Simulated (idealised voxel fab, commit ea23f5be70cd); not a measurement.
process module | voxel ribs on slabs
cross-section cut | 200 nm wide | cells 5 nm
A cross-section is a grid of square cells, given in bands from the top down. A band is one or more rows of cells.
Each band's line starts with the height of the band's top and of its bottom, in nm. Then come its materials from left to right, each with its width in nm. One material with "throughout" fills the band from edge to edge. "air" is empty space.
Height 0 is the level under which the wafer as received is all one material. The lowest band goes on downwards, as in "0 down".
A width such as "30 to 40" changes by the same amount from each row of cells to the next, from the band's top row to its bottom row.
"no change" after a step means that no cell of the cross-section changed.
closed voids: empty space of 8 cells or more with no open way to the top, each as width x height at its distance from the left edge, in nm
after a step's settings: what the simulator itself notes on the step
overlay nm, on a step with a mask: how far to the right of its planned place the mask lay; to the left if negative
plan
1 op RECEIVE | material Si
2 op DIRECTIONAL_DEP | material SiO2 | thk nm 25
3 op DIRECTIONAL_DEP | material SiN | thk nm 25
4 op MASKED_ETCH | tone cover | mask id RIB | width nm 25 | etch materials SiN | depth nm 20 | overlay nm 0
5 op DIRECTIONAL_DEP | material aC | thk nm 15
6 op PATTERN | tone cover | mask id SLAB | material resist | width nm 55 | thk nm 30 | overlay nm 0
7 op DIRECTIONAL_ETCH | etch materials aC | depth nm 15
8 op STRIP | etch materials resist
9 op DIRECTIONAL_ETCH | etch materials SiN | depth nm 5
10 op STRIP | etch materials aC
11 op FILL_DEP | material SiO2 | thk nm 20
12 op CMP | height nm 60
13 op DIRECTIONAL_DEP | material W | thk nm 5
14 op MASKED_ETCH | tone cover | mask id HEATER | width nm 35 | etch materials W | depth nm 5 | overlay nm 0
15 op CONFORMAL_DEP | material SiN | thk nm 10
as received, after step 1
  0 down: Si throughout
  closed voids: none
first wafer at the end, as planned
  75 to 70: air 70 | SiN 55 | air 75
  70 to 65: SiN throughout
  65 to 60: SiN 80 | W 35 | SiN 85
  60 to 50: SiO2 throughout
  50 to 30: SiO2 85 | SiN 25 | SiO2 90
  30 to 25: SiO2 70 | SiN 55 | SiO2 75
  25 to 0: SiO2 throughout
  0 down: Si throughout
  closed voids: none
second wafer at the end: like start, like plan, one mistake
  75 to 70: air 70 | SiN 55 | air 75
  70 to 65: SiN throughout
  65 to 60: SiN 80 | W 35 | SiN 85
  60 to 50: SiO2 throughout
  50 to 30: SiO2 85 | SiN 30 | SiO2 85
  30 to 25: SiO2 70 | SiN 55 | SiO2 75
  25 to 0: SiO2 throughout
  0 down: Si throughout
  closed voids: none
what went wrong: step 4 ran as: op MASKED_ETCH | tone cover | mask id RIB | width nm 30 | etch materials SiN | depth nm 20 | overlay nm 0
at the end the second wafer has, in cells: 4 more of SiN | 4 fewer of SiO2
